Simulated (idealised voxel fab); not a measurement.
The process module that follows is named voxel air gaps.
It is cross-section cut that appears here, measuring 245 nm in width, its square cells being 5 nm in size.
If you're reading a cross-section in this doc, picture square cells in a grid; it comes to you as bands, top ones listed first down to the bottom, and a band can be one or more rows of cells.
Top height, bottom height, nm. Materials left to right, width each, nm. Single material + "full width" = fills band edge to edge. "blank" = empty.
Measure heights from 0. That's the level where, below it, the as-received wafer is all one material. The lowest band is bottomless and extends downward; write it as in "top 0, no bottom".
The notation "30 to 40" denotes a width that varies across the rows of cells in the band, beginning at the first number in the top row, finishing at the second number in the bottom row, and changing by an identical amount from each row to the next.
"nothing altered" means the step left every cell of the cross-section as it was.
Each empty space that has no open way to the top and spans at least 8 cells appears under "closed voids" as width x height at distance, the distance counted from the left edge, all in nm.
On each step's line, the part that comes after the settings is the simulator's own comment on the step.
The line of a step may include "overlay nm". On a step with a mask, this value is how far to the right of its planned place the mask lay. A negative value means the mask lay to the left.
Plan
1. RECEIVE | material Si
2. CONFORMAL_DEP | material SiO2 | thk nm 10
3. CONFORMAL_DEP | material SiCN | thk nm 5
4. DIRECTIONAL_DEP | material SiO2 | thk nm 40
5. MASKED_ETCH | tone open | mask id LINES | width nm 25 | pitch nm 50 | etch materials SiO2 | depth nm 40 | overlay nm 0
6. CONFORMAL_DEP | material TiN | thk nm 5
7. FILL_DEP | material W | thk nm 5
8. CMP | height nm 55
9. EPI | material Ru | thk nm 10
10. SELECTIVE_ETCH | etch materials SiO2 | depth nm 50
11. CONFORMAL_DEP | material SiCN | thk nm 5
As received, after step 1
* top 0, no bottom: Si full width
* closed voids: none
What the wafer looks like in cross-section after this module, when it starts as shown above and follows the plan above but one mistake is made in running it
* top 60, bottom 50: SiCN full width
* top 50, bottom 0: SiO2 full width
* top 0, no bottom: Si full width
* closed voids: none
Which mistake was made when the wafer was run? steps 3 and 4: order swapped relative to plan
